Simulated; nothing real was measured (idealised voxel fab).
Name of the process module below: voxel self aligned contacts
cross-section cut | 215 nm wide | cells 5 nm
When this document writes out a cross-section, it uses a grid of square cells and lists it as bands, beginning at the top and moving down, with a band standing for one or more rows of cells.
Quick guide to a band line: top height, bottom height (nm) up front; then every material left to right with its width in nm. Only one material and it's marked "full width"? Then it fills the band edge to edge. And "blank" just means empty space.
Below 0: as-received wafer, all one material; heights counted from there. Lowest band: no bottom, goes on down, written "from 0 down".
It should be noted that a width expressed as "30..40" varies in equal increments from row to row of cells within the band, taking the value of the first number at the top row and that of the second number at the bottom row.
"nothing was modified" after a step means that no cell of the cross-section changed.
Basically, "Sealed internal cavities" tells you about the enclosed voids: empty spaces with no open way to the top, 8 cells or bigger, each written width x height at distance, where distance is from the left edge, all in nm.
Formally, on a step line, whatever follows the settings is a remark that the simulator itself makes on the step.
If you see "overlay nm" on a step's line and that step has a mask, it's telling you how far right of where it was planned the mask ended up; a negative number means it went left instead.

# Set out below are the planned steps of the process
step 1: op RECEIVE | material Si
step 2: op OXIDIZE | depth nm 5
step 3: op DIRECTIONAL_DEP | material polySi | thk nm 20
step 4: op DIRECTIONAL_DEP | material SiN | thk nm 15
step 5: op DIRECTIONAL_DEP | material aC | thk nm 15
step 6: op PATTERN | tone cover | mask id GATE | material resist | width nm 30 | pitch nm 65 | thk nm 30 | overlay nm 0
step 7: op DIRECTIONAL_ETCH | etch materials aC | depth nm 15
step 8: op STRIP | etch materials resist
step 9: op DIRECTIONAL_ETCH | etch materials SiN | depth nm 15
step 10: op DIRECTIONAL_ETCH | etch materials polySi | depth nm 20
step 11: op STRIP | etch materials aC
step 12: op CONFORMAL_DEP | material SiN | thk nm 5
step 13: op DIRECTIONAL_ETCH | etch materials SiN | depth nm 5
step 14: op FILL_DEP | material SiO2 | thk nm 15
step 15: op CMP | height nm 45
step 16: op DIRECTIONAL_DEP | material aC | thk nm 10
step 17: op PATTERN | tone open | mask id CONTACT | material resist | width nm 45 | pitch nm 65 | thk nm 25 | overlay nm 0
step 18: op DIRECTIONAL_ETCH | etch materials aC | depth nm 10
step 19: op STRIP | etch materials resist
step 20: op DIRECTIONAL_ETCH | etch materials SiO2 | depth nm 50
step 21: op STRIP | etch materials aC
step 22: op CONFORMAL_DEP | material TiN | thk nm 5
step 23: op FILL_DEP | material W | thk nm 5
step 24: op CMP | height nm 45
step 25: op CONFORMAL_DEP | material SiN | thk nm 5

# As received (post step 1): cross-section
> from 0 down = Si full width
> Sealed internal cavities: none

# Figure: cross-sectional view of the wafer upon completion of the module, processed from the initial state and according to the plan depicted above, with one error introduced during execution
> from 50 to 45 = SiN full width
> from 45 to 35 = SiO2=50, TiN=5..15, W=35..15, TiN=5..15, SiO2=20, TiN=5..15, W=35..15, TiN=5..15, SiO2=55
> from 35 to 25 = SiO2=20, SiN=40, TiN=5, W=15, TiN=5, SiN=40, TiN=5, W=15, TiN=5, SiN=40, SiO2=25
> from 25 to 20 = SiO2=20, SiN=40, TiN=25, SiN=40, TiN=25, SiN=40, SiO2=25
> from 20 to 0 = SiN full width
> from 0 to -5 = SiO2 full width
> from -5 down = Si full width
> Sealed internal cavities: none
Against the plan, the run slipped here: step 3: run off-plan, actual operation and settings op DIRECTIONAL_DEP | material SiN | thk nm 20
